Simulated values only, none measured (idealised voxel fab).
Proc. module: voxel capacitor over wiring
FYI the section here is cut, 235 nm wide, cells are 5 nm squares.
Bands, listed from the top down, are how a cross-section gets written in this document; the cross-section itself is a grid of square cells, and a band is one or more rows of them. A band entry consists of two parts. The first gives the height of the band's top and the height of its bottom, in nm. The rest lists the band's materials from left to right, each with its width in nm. A single material labelled with the word "throughout" fills the band from edge to edge, and the word "air" marks empty space. All heights in this document are referenced to 0, defined as the level beneath which the wafer, as received, consists entirely of one material. The lowest band is not bounded below; it extends indefinitely downward and is written in the form "z 0 and below". A width given as "30->40" starts at the first number in the band's top row and ends at the second number in its bottom row, shifting by an equal amount at every step from row to row. Any step labelled "all unchanged" changed none of the cells in the cross-section. Enclosed voids (no open way to top), threshold 8 cells or more, entry "Enclosed void entries", notation width x height at distance, distance from left edge, nm. The remark found on a step's line after its settings is issued by the simulator itself and pertains to that step. overlay nm: mask offset rightward from planned place, masked step; negative means leftward offset.

**The planned process steps are enumerated hereunder**
1) RECEIVE [material Si]
2) CONFORMAL_DEP [material SiO2] [thk nm 10]
3) DIRECTIONAL_DEP [material TiN] [thk nm 5]
4) DIRECTIONAL_DEP [material Ru] [thk nm 25]
5) DIRECTIONAL_DEP [material aC] [thk nm 10]
6) PATTERN [tone cover] [mask id METAL_1] [material resist] [width nm 30] [pitch nm 90] [thk nm 25] [overlay nm 0]
7) DIRECTIONAL_ETCH [etch materials aC] [depth nm 10]
8) STRIP [etch materials resist]
9) DIRECTIONAL_ETCH [etch materials Ru] [depth nm 25]
10) DIRECTIONAL_ETCH [etch materials TiN] [depth nm 5]
11) STRIP [etch materials aC]
12) CONFORMAL_DEP [material SiN] [thk nm 5]
13) FILL_DEP [material SiO2] [thk nm 5]
14) CMP [height nm 40]
15) CONFORMAL_DEP [material SiCN] [thk nm 5]
16) DIRECTIONAL_DEP [material lowk] [thk nm 10]
17) DIRECTIONAL_DEP [material aC] [thk nm 10]
18) PATTERN [tone open] [mask id PLUG_1] [material resist] [width nm 15] [thk nm 25] [overlay nm 0]
19) DIRECTIONAL_ETCH [etch materials aC] [depth nm 10]
20) STRIP [etch materials resist]
21) DIRECTIONAL_ETCH [etch materials lowk] [depth nm 10]
22) DIRECTIONAL_ETCH [etch materials SiCN] [depth nm 5]
23) STRIP [etch materials aC]
24) EPI [material Ru] [thk nm 10]
25) EPI [material Ru] [thk nm 5]
26) DIRECTIONAL_DEP [material TiN] [thk nm 10]
27) DIRECTIONAL_DEP [material Al2O3] [thk nm 5]
28) DIRECTIONAL_DEP [material TiN] [thk nm 10]
29) PATTERN [tone cover] [mask id UPPER_PLATE] [material resist] [width nm 65] [thk nm 20] [overlay nm 0]
30) DIRECTIONAL_ETCH [etch materials TiN] [depth nm 10]
31) DIRECTIONAL_ETCH [etch materials Al2O3] [depth nm 5]
32) STRIP [etch materials resist]
33) DIRECTIONAL_DEP [material aC] [thk nm 15]
34) PATTERN [tone cover] [mask id LOWER_PLATE] [material resist] [width nm 75] [thk nm 35] [overlay nm 0]
35) DIRECTIONAL_ETCH [etch materials aC] [depth nm 15]
36) STRIP [etch materials resist]
37) DIRECTIONAL_ETCH [etch materials TiN] [depth nm 10]
38) STRIP [etch materials aC]
39) FILL_DEP [material SiO2] [thk nm 15]
40) CMP [height nm 90]
41) MASKED_ETCH [tone open] [mask id PLUG_2] [width nm 15] [etch materials SiO2] [depth nm 10] [overlay nm 0]
42) CONFORMAL_DEP [material TiN] [thk nm 5]
43) FILL_DEP [material W] [thk nm 5]
44) CMP [height nm 90]
45) CONFORMAL_DEP [material SiCN] [thk nm 5]

**Cross-section of the wafer upon arrival, representing the state reached after step 1**
> z 0 and below = Si throughout
> Enclosed void entries: none

**Cross-section: first of two wafers, module finished, run according to plan**
> z 95 to 90 = SiCN throughout
> z 90 to 85 = SiO2 80 / TiN 5 / W 5 / TiN 5 / SiO2 140
> z 85 to 80 = SiO2 80 / TiN 15 / SiO2 140
> z 80 to 70 = SiO2 70 / TiN 65 / SiO2 100
> z 70 to 65 = SiO2 70 / Al2O3 65 / SiO2 100
> z 65 to 55 = SiO2 65 / TiN 75 / SiO2 95
> z 55 to 45 = lowk 70 / Ru 15 / lowk 150
> z 45 to 40 = SiCN 70 / Ru 15 / SiCN 150
> z 40 to 15 = SiO2 50 / SiN 5 / Ru 30 / SiN 5 / SiO2 50 / SiN 5 / Ru 30 / SiN 5 / SiO2 55
> z 15 to 10 = SiN 55 / TiN 30 / SiN 60 / TiN 30 / SiN 60
> z 10 to 0 = SiO2 throughout
> z 0 and below = Si throughout
> Enclosed void entries: none

**Cross-sectional image of the second wafer of the two following completion of the module. Starting state and process plan were the same as for the first wafer; one execution error occurred**
> z 95 to 90 = SiCN throughout
> z 90 to 85 = SiO2 80 / TiN 5 / W 5 / TiN 5 / SiO2 140
> z 85 to 80 = SiO2 80 / TiN 15 / SiO2 140
> z 80 to 75 = SiO2 throughout
> z 75 to 65 = SiO2 70 / TiN 65 / SiO2 100
> z 65 to 55 = SiO2 65 / TiN 75 / SiO2 95
> z 55 to 45 = lowk 70 / Ru 15 / lowk 150
> z 45 to 40 = SiCN 70 / Ru 15 / SiCN 150
> z 40 to 15 = SiO2 50 / SiN 5 / Ru 30 / SiN 5 / SiO2 50 / SiN 5 / Ru 30 / SiN 5 / SiO2 55
> z 15 to 10 = SiN 55 / TiN 30 / SiN 60 / TiN 30 / SiN 60
> z 10 to 0 = SiO2 throughout
> z 0 and below = Si throughout
> Enclosed void entries: none
It is concluded that the wafer was processed incorrectly with respect to the plan, in that step 27 was dropped from the plan's execution and never run
Count the cells at the end and the second wafer has more or fewer of some materials than the first: 13 fewer of Al2O3, 13 more of SiO2
